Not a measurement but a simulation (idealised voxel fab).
Presented below is a process module, voxel tone inversion.
cross-section cut | 195 nm wide | cells 5 nm
Throughout this document, each cross-section is represented as a grid of square cells and is presented as a sequence of bands enumerated from the top downward, where a band comprises one or more rows of cells. First you get the band's top height and its bottom height, in nm, and then the materials it's made of, left to right, with each width in nm. If you see a single material with "full width", that one covers the band edge to edge. "empty" is empty space. Note: height 0 marks the level under which the wafer is uniformly one material as received. Lowest band unbounded below, written "from 0 down". The width entry "30..40" should be interpreted row by row: the top row of cells in the band takes the first number, the bottom row takes the second number, and the change between adjacent rows is uniform throughout. When a step is marked "nothing got changed", none of the cells in the cross-section changed during that step. Unvented cavities: empty space of 8 cells or more with no open way to the top, each as width x height at its distance from the left edge, in nm. Post-settings text on a step line: simulator's own remark regarding the step. "overlay nm" on a masked step: distance the mask lay right of its planned place, negative for left.

Set out below are the planned steps of the process
1) RECEIVE with material Si
2) CONFORMAL_DEP with material SiCN, thk nm 10
3) DIRECTIONAL_DEP with material aC, thk nm 15
4) PATTERN with tone cover, mask id POSTS, material resist, width nm 25, pitch nm 55, thk nm 25, overlay nm 0
5) DIRECTIONAL_ETCH with etch materials aC, depth nm 15
6) STRIP with etch materials resist
7) FILL_DEP with material lowk, thk nm 5
8) CMP with height nm 25
9) STRIP with etch materials aC

Cross-sectional view of the wafer in its as-received condition, corresponding to the state after step 1
    from 0 down: Si full width
    Unvented cavities: none

End-of-module cross-section. Starting structure and process plan as above; one mistake made in running it
    from 25 to 15: SiCN full width
    from 15 to 0: aC full width
    from 0 down: Si full width
    Unvented cavities: none
Deviation from plan: the intended sequence of steps 2 and 3 was reversed during processing, with each occupying the position of the other
